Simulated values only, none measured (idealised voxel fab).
Module name: voxel lift off (process module)
cross-section cut | 300 nm wide | cells 5 nm
Format of a cross-section: grid, square cells. Given as bands. Order: top down. Band: one or more rows of cells. In this notation a band is specified by the heights of its top and bottom, in that order and in nm, after which its materials appear from left to right, each paired with its width in nm. The word "everywhere" attached to a single material means that material fills the band from edge to edge; the word "blank" stands for empty space. Heads up on the height convention: 0 is the point under which the incoming wafer is all one material, and the lowest band has no bottom, it just keeps going down, like "0 nm and below". Note: "30..40" means the width goes from the first number (top row of the band) to the second number (bottom row) in equal steps per row of cells. The cross-section has no changed cell in any step marked "nothing was modified". Empty spaces counting at least 8 cells and having no open way to the top are listed in "Fully sealed voids". The notation width x height at distance is used for each, the distance being from the left edge and all three values in nm. Read whatever lies past the settings on a step's line as the simulator's own remark about the step. "overlay nm", when on a step's line for a step with a mask, measures how far to the right of its planned place the mask lay; a negative measure means to the left.

Steps planned for the process
1: RECEIVE (material Si)
2: CONFORMAL_DEP (material Al2O3; thk nm 10)
3: PATTERN (tone open; mask id LINES; material resist; width nm 20; pitch nm 35; thk nm 30; overlay nm 0)
4: DIRECTIONAL_DEP (material Ru; thk nm 15)
5: STRIP (etch materials resist)
6: CONFORMAL_DEP (material SiCN; thk nm 10)

Cross-section of the wafer upon arrival, representing the state reached after step 1
- 0 nm and below | Si everywhere
- Fully sealed voids: none

Look at the cross-section after the module: the wafer started out the way shown above and the plan was the one shown above, yet one mistake was made along the way
- 35 nm to 25 nm | 120 of blank; 75 of SiCN; 105 of blank
- 25 nm to 20 nm | 120 of blank; 10 of SiCN; 20 of Ru; 15 of SiCN; 20 of Ru; 10 of SiCN; 105 of blank
- 20 nm to 10 nm | 130 of SiCN; 20 of Ru; 15 of SiCN; 20 of Ru; 115 of SiCN
- 10 nm to 0 nm | Al2O3 everywhere
- 0 nm and below | Si everywhere
- Fully sealed voids: none
Deviation from plan: step 3 deviated from plan and actually ran as PATTERN (tone open; mask id LINES; material resist; width nm 20; pitch nm 35; thk nm 30; overlay nm 10)
